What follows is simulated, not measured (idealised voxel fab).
Presented below is a process module, voxel released beams.
Xsec cut, 275 nm wide, square cell size 5 nm.
Cross-section, as written here: a square-cell grid given band by band from the top down, where a band holds one or more rows of cells. This entry defines a band. It first specifies the height of the band's top and the height of its bottom in nm, and then specifies the band's materials from left to right, stating each material with its width in nm. The word "full width" identifies a single material that fills the band from edge to edge, while the word "empty" identifies empty space. Height datum 0, below which the as-received substrate wafer is one material. Lowest band open at the bottom, running downward: "top 0, no bottom". A two-number width, for instance "30..40", indicates that the width is equal to the first number in the top row of the band and to the second number in the bottom row, and that it changes by a constant amount per row of cells. "changes: none" (step): cross-section cells unchanged, all of them. The entry titled "Trapped voids" provides the empty spaces that have no open way to the top, restricted to those of 8 cells or more. Each is presented as width x height at distance, the distance being measured from the left edge, with all three in nm. Read whatever lies past the settings on a step's line as the simulator's own remark about the step. "overlay nm" on a masked step: distance the mask lay right of its planned place, negative for left.
[These are the steps we planned for the process]
- 1: op RECEIVE | material Si
- 2: op CONFORMAL_DEP | material SiN | thk nm 5
- 3: op DIRECTIONAL_DEP | material SiO2 | thk nm 20
- 4: op MASKED_ETCH | tone open | mask id ANCHOR | width nm 35 | etch materials SiO2 | depth nm 20 | overlay nm 0
- 5: op CONFORMAL_DEP | material TiN | thk nm 10
- 6: op MASKED_ETCH | tone cover | mask id BEAM | width nm 85 | etch materials TiN | depth nm 10 | overlay nm 0
- 7: op STRIP | etch materials SiO2
[Cross-section of the incoming wafer, state after step 1]
> top 0, no bottom  Si full width
> Trapped voids: none
[Figure: cross-sectional view of the wafer upon completion of the module, processed from the initial state and according to the plan depicted above, with one error introduced during execution]
> top 35, bottom 25  empty 90 | TiN 85 | empty 100
> top 25, bottom 20  SiN full width
> top 20, bottom 0  SiO2 full width
> top 0, no bottom  Si full width
> Trapped voids: none
The mistake made against the process plan was this: steps 2 and 3 run out of order (swapped)
